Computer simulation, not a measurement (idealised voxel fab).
Herein follows the process module entitled voxel plated lines.
It is cross-section cut that appears here, measuring 225 nm in width, its square cells being 5 nm in size.
When this document writes out a cross-section, it uses a grid of square cells and lists it as bands, beginning at the top and moving down, with a band standing for one or more rows of cells.
Basically the band line says how high the top is and how high the bottom is, in nm, and then what's in it from left to right, every material with its width in nm. Empty space shows up as "air", and if a single material carries "throughout" it runs the full band edge to edge.
All heights in this document are referenced to 0, defined as the level beneath which the wafer, as received, consists entirely of one material. The lowest band is not bounded below; it extends indefinitely downward and is written in the form "0 and below".
Width spec "30 to 40" -> top row of cells at first value, bottom row at second value, equal per-row change in between.
Key: "no modifications" - step with no changed cell in the cross-section.
Heads up: "Enclosed void listing" only lists the empty pockets with no open path to the top that are 8 cells or more, and it writes them as width x height at distance, distance from the left edge, in nm.
Past the settings on a step's line: simulator remark, on that step.
For masked steps, "overlay nm" on the step line gives how far right of plan the mask actually lay; a minus sign means it lay to the left.

The planned process steps are enumerated hereunder:
| 1 | RECEIVE (material Si) |
| 2 | CONFORMAL_DEP (material SiN; thk nm 10) |
| 3 | DIRECTIONAL_DEP (material TiN; thk nm 5) |
| 4 | PATTERN (tone open; mask id LINES; material resist; width nm 30; pitch nm 45; thk nm 40; overlay nm 0) |
| 5 | EPI (material Ru; thk nm 5) |
| 6 | EPI (material Ru; thk nm 10) |
| 7 | EPI (material Ru; thk nm 5) |
| 8 | STRIP (etch materials resist) |
| 9 | DIRECTIONAL_ETCH (etch materials TiN; depth nm 5) |
| 10 | CONFORMAL_DEP (material SiO2; thk nm 10) |
For clarity, it should be stated that the wafers under discussion commence in an identical condition and differ with respect to the thk nm of step 3, the plan indicating the value that the first wafer had.

Here's the first of the wafers in cross-section, just as we got it, i.e. after step 1:
0 and below = Si throughout
Enclosed void listing: none

Quick look at the cross-section of the first of several wafers after step 10, which wraps up the module:
45 down to 35 = 65 air, then 95 SiO2, then 65 air
35 down to 20 = 65 air, then 10 SiO2, then 30 Ru, then 15 SiO2, then 30 Ru, then 10 SiO2, then 65 air
20 down to 15 = 75 SiO2, then 30 Ru, then 15 SiO2, then 30 Ru, then 75 SiO2
15 down to 10 = 75 SiO2, then 30 TiN, then 15 SiO2, then 30 TiN, then 75 SiO2
10 down to 0 = SiN throughout
0 and below = Si throughout
Enclosed void listing: none

Cross-sectional depiction of the last of several wafers upon completion of the module:
60 down to 50 = 65 air, then 95 SiO2, then 65 air
50 down to 35 = 65 air, then 10 SiO2, then 30 Ru, then 15 SiO2, then 30 Ru, then 10 SiO2, then 65 air
35 down to 30 = 75 SiO2, then 30 Ru, then 15 SiO2, then 30 Ru, then 75 SiO2
30 down to 25 = 75 SiO2, then 30 TiN, then 15 SiO2, then 30 TiN, then 75 SiO2
25 down to 10 = TiN throughout
10 down to 0 = SiN throughout
0 and below = Si throughout
Enclosed void listing: none

The table below has one row for each wafer; a row shows, as of the end of the module, how many cells of each material the wafer has gained, marked (+), or lost, marked (-), since it was received, and then the wafer's closed voids:
thk nm 5, +48 Ru, +90 SiN, +125 SiO2, +12 TiN, Enclosed void listing: none
thk nm 10, +48 Ru, +90 SiN, +125 SiO2, +57 TiN, Enclosed void listing: none
thk nm 15, +48 Ru, +90 SiN, +125 SiO2, +102 TiN, Enclosed void listing: none
thk nm 20, +48 Ru, +90 SiN, +125 SiO2, +147 TiN, Enclosed void listing: none
